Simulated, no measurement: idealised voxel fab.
A process module follows: voxel ribs on slabs.
Displayed cross-section: cut, width of 215 nm, square cells sized 5 nm.
Cross-section spec: square-cell grid; bands listed top down; each band is one or more rows.
First you get the band's top height and its bottom height, in nm, and then the materials it's made of, left to right, with each width in nm. If you see a single material with "edge to edge", that one covers the band edge to edge. "empty" is empty space.
Heights are measured from 0, the level below which the as-received wafer is all one material; the lowest band has no bottom and continues downward, written as in "0 nm and below".
Graded width ("30..40"): value in top row of band = first number; value in bottom row = second number; row-to-row change constant.
Step marked "no modification"? Then no cell in the cross-section changed in it.
So "Closed cavity list" is basically the list of trapped voids: any empty space of 8 cells or more that can't reach the top through an opening. They're written width x height at distance, the distance being from the left edge, and it's all nm.
Read whatever lies past the settings on a step's line as the simulator's own remark about the step.
overlay nm: where the mask lay relative to plan, measured to the right, on steps with a mask; negatives go left.

Planned process steps
1,RECEIVE, material Si
2,DIRECTIONAL_DEP, material SiO2, thk nm 25
3,DIRECTIONAL_DEP, material SiN, thk nm 25
4,MASKED_ETCH, tone cover, mask id RIB, width nm 30, etch materials SiN, depth nm 15, overlay nm 0
5,DIRECTIONAL_DEP, material aC, thk nm 15
6,PATTERN, tone cover, mask id SLAB, material resist, width nm 60, thk nm 35, overlay nm 0
7,DIRECTIONAL_ETCH, etch materials aC, depth nm 15
8,STRIP, etch materials resist
9,DIRECTIONAL_ETCH, etch materials SiN, depth nm 10
10,STRIP, etch materials aC
11,FILL_DEP, material SiO2, thk nm 25
12,CMP, height nm 70
13,DIRECTIONAL_DEP, material W, thk nm 10
14,PATTERN, tone cover, mask id HEATER, material resist, width nm 40, thk nm 20, overlay nm 0
15,DIRECTIONAL_ETCH, etch materials W, depth nm 10
16,STRIP, etch materials resist
17,CONFORMAL_DEP, material SiO2, thk nm 5

As-received wafer cross-section (after step 1)
    0 nm and below: Si edge to edge
    Closed cavity list: none

Here's the wafer cut in cross-section after the module, started and planned just like above, except one thing was done wrong in the run
    85 nm to 80 nm: empty 80 nm | SiO2 50 nm | empty 85 nm
    80 nm to 75 nm: empty 80 nm | SiO2 5 nm | W 40 nm | SiO2 5 nm | empty 85 nm
    75 nm to 70 nm: SiO2 85 nm | W 40 nm | SiO2 90 nm
    70 nm to 60 nm: SiO2 90 nm | SiN 30 nm | SiO2 95 nm
    60 nm to 50 nm: SiO2 75 nm | SiN 60 nm | SiO2 80 nm
    50 nm to 0 nm: SiO2 edge to edge
    0 nm and below: Si edge to edge
    Closed cavity list: none
What was done differently from what was planned? step 2 of the plan was carried out twice
